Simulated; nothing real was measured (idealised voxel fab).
process module | voxel self aligned contacts
The figure presents cross-section cut, which has a width of 175 nm and is divided into square cells with an edge length of 5 nm.
Notation: cross-section as square-cell grid; stated in bands, top first, going down; one or more cell rows per band.
Band: top height; bottom height; in nm. Then, left to right: material with width in nm, for each material. "edge to edge": a single material spanning edge to edge. "empty": empty space.
Height is counted from the level 0, under which the received wafer is composed throughout of one material. The lowest of the bands is not closed at the bottom but continues downward, in the notation "top 0, no bottom".
It should be noted that a width expressed as "30..40" varies in equal increments from row to row of cells within the band, taking the value of the first number at the top row and that of the second number at the bottom row.
"changes: none", as given for a step, is the statement that not any cell of the cross-section underwent a change during that step.
Empty spaces without an open route to the top, at least 8 cells in extent, make up the entry "Voids, enclosed"; each is given as width x height at distance, where the distance is measured from the left edge, and all are in nm.
Formally, on a step line, whatever follows the settings is a remark that the simulator itself makes on the step.
If you see "overlay nm" on a step's line and that step has a mask, it's telling you how far right of where it was planned the mask ended up; a negative number means it went left instead.

[These are the steps we planned for the process]
1,RECEIVE,material Si
2,CONFORMAL_DEP,material SiO2,thk nm 5
3,DIRECTIONAL_DEP,material polySi,thk nm 20
4,DIRECTIONAL_DEP,material SiN,thk nm 20
5,MASKED_ETCH,tone cover,mask id GATE,width nm 35,pitch nm 65,etch materials SiN,depth nm 20,overlay nm 0
6,MASKED_ETCH,tone cover,mask id GATE,width nm 35,pitch nm 65,etch materials polySi,depth nm 20,overlay nm 0
7,CONFORMAL_DEP,material SiN,thk nm 5
8,DIRECTIONAL_ETCH,etch materials SiN,depth nm 5
9,FILL_DEP,material SiO2,thk nm 10
10,CMP,height nm 50
11,PATTERN,tone open,mask id CONTACT,material resist,width nm 40,thk nm 20,overlay nm 0
12,DIRECTIONAL_ETCH,etch materials SiO2,depth nm 50
13,STRIP,etch materials resist
14,CONFORMAL_DEP,material TiN,thk nm 5
15,FILL_DEP,material W,thk nm 10
16,CMP,height nm 50
17,CONFORMAL_DEP,material SiN,thk nm 5

[This is the cross-section of the wafer as we received it, i.e. after step 1]
top 0, no bottom: Si edge to edge
Voids, enclosed: none

[End-of-module XS, first of two wafers, run as planned]
top 55, bottom 50: SiN edge to edge
top 50, bottom 45: 65 of SiO2 | 15 of TiN | 10 of W | 15 of TiN | 70 of SiO2
top 45, bottom 25: 30 of SiO2 | 45 of SiN | 5 of TiN | 10 of W | 5 of TiN | 45 of SiN | 35 of SiO2
top 25, bottom 5: 30 of SiO2 | 5 of SiN | 35 of polySi | 5 of SiN | 5 of TiN | 10 of W | 5 of TiN | 5 of SiN | 35 of polySi | 5 of SiN | 35 of SiO2
top 5, bottom 0: 75 of SiO2 | 20 of TiN | 80 of SiO2
top 0, no bottom: Si edge to edge
Voids, enclosed: none

[So this is wafer number two of the two, cut at the end of the module - it started where the first did and had the same plan, we just got one thing wrong running it]
top 55, bottom 50: SiN edge to edge
top 50, bottom 45: 25 of W | 40 of TiN | 40 of SiO2 | 40 of TiN | 30 of W
top 45, bottom 25: 25 of W | 5 of TiN | 45 of SiN | 20 of SiO2 | 45 of SiN | 5 of TiN | 30 of W
top 25, bottom 5: 25 of W | 5 of TiN | 5 of SiN | 35 of polySi | 5 of SiN | 20 of SiO2 | 5 of SiN | 35 of polySi | 5 of SiN | 5 of TiN | 30 of W
top 5, bottom 0: 30 of TiN | 110 of SiO2 | 35 of TiN
top 0, no bottom: Si edge to edge
Voids, enclosed: none
Short version of what went wrong: step 11 did not use the planned setting and instead ran as PATTERN,tone cover,mask id CONTACT,material resist,width nm 40,thk nm 20,overlay nm 0
Final tally in cells, some materials are higher or lower on the second wafer than on the first: SiO2 -100; TiN +19; W +81
